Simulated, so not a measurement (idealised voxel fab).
process module | voxel ribs on slabs
cross-section cut | 285 nm wide | cells 5 nm
A cross-section is a grid of square cells, given in bands from the top down. A band is one or more rows of cells.
Each band's line starts with the height of the band's top and of its bottom, in nm. Then come its materials from left to right, each with its width in nm. One material with "throughout" fills the band from edge to edge. "air" is empty space.
Height 0 is the level under which the wafer as received is all one material. The lowest band goes on downwards, as in "0 down".
A width such as "30 to 40" changes by the same amount from each row of cells to the next, from the band's top row to its bottom row.
"no change" after a step means that no cell of the cross-section changed.
closed voids: empty space of 8 cells or more with no open way to the top, each as width x height at its distance from the left edge, in nm
after a step's settings: what the simulator itself notes on the step
overlay nm, on a step with a mask: how far to the right of its planned place the mask lay; to the left if negative
plan
1 op RECEIVE | material Si
2 op DIRECTIONAL_DEP | material SiO2 | thk nm 20
3 op DIRECTIONAL_DEP | material SiN | thk nm 20
4 op DIRECTIONAL_DEP | material aC | thk nm 15
5 op PATTERN | tone cover | mask id RIB | material resist | width nm 20 | thk nm 30 | overlay nm -15
6 op DIRECTIONAL_ETCH | etch materials aC | depth nm 15
7 op STRIP | etch materials resist
8 op DIRECTIONAL_ETCH | etch materials SiN | depth nm 5
9 op STRIP | etch materials aC
10 op DIRECTIONAL_DEP | material aC | thk nm 15
11 op PATTERN | tone cover | mask id SLAB | material resist | width nm 70 | thk nm 30 | overlay nm 0
12 op DIRECTIONAL_ETCH | etch materials aC | depth nm 15
13 op STRIP | etch materials resist
14 op DIRECTIONAL_ETCH | etch materials SiN | depth nm 15
15 op STRIP | etch materials aC
16 op FILL_DEP | material SiO2 | thk nm 25
17 op CMP | height nm 55
18 op DIRECTIONAL_DEP | material W | thk nm 10
19 op PATTERN | tone cover | mask id HEATER | material resist | width nm 30 | thk nm 20 | overlay nm 0
20 op DIRECTIONAL_ETCH | etch materials W | depth nm 10
21 op STRIP | etch materials resist
22 op CONFORMAL_DEP | material SiN | thk nm 10
varied across the wafers: overlay nm of step 5. The plan shows the first wafer's value. All wafers start alike
first wafer as received, after step 1
  0 down: Si throughout
  closed voids: none
first wafer at the end, after step 22
  75 to 65: air 115 | SiN 50 | air 120
  65 to 55: SiN 125 | W 30 | SiN 130
  55 to 40: SiO2 throughout
  40 to 35: SiO2 115 | SiN 20 | SiO2 150
  35 to 20: SiO2 105 | SiN 70 | SiO2 110
  20 to 0: SiO2 throughout
  0 down: Si throughout
  closed voids: none
last wafer at the end
  75 to 65: air 115 | SiN 50 | air 120
  65 to 55: SiN 125 | W 30 | SiN 130
  55 to 40: SiO2 throughout
  40 to 35: SiO2 145 | SiN 20 | SiO2 120
  35 to 20: SiO2 105 | SiN 70 | SiO2 110
  20 to 0: SiO2 throughout
  0 down: Si throughout
  closed voids: none
each wafer at the end: cells of each material gained (+) or lost (-) since it was received, then its closed voids
overlay nm -15 | +168 SiN | +581 SiO2 | +12 W | closed voids: none
overlay nm -10 | +168 SiN | +581 SiO2 | +12 W | closed voids: none
overlay nm -5 | +168 SiN | +581 SiO2 | +12 W | closed voids: none
overlay nm 0 | +168 SiN | +581 SiO2 | +12 W | closed voids: none
overlay nm 5 | +168 SiN | +581 SiO2 | +12 W | closed voids: none
overlay nm 10 | +168 SiN | +581 SiO2 | +12 W | closed voids: none
overlay nm 15 | +168 SiN | +581 SiO2 | +12 W | closed voids: none
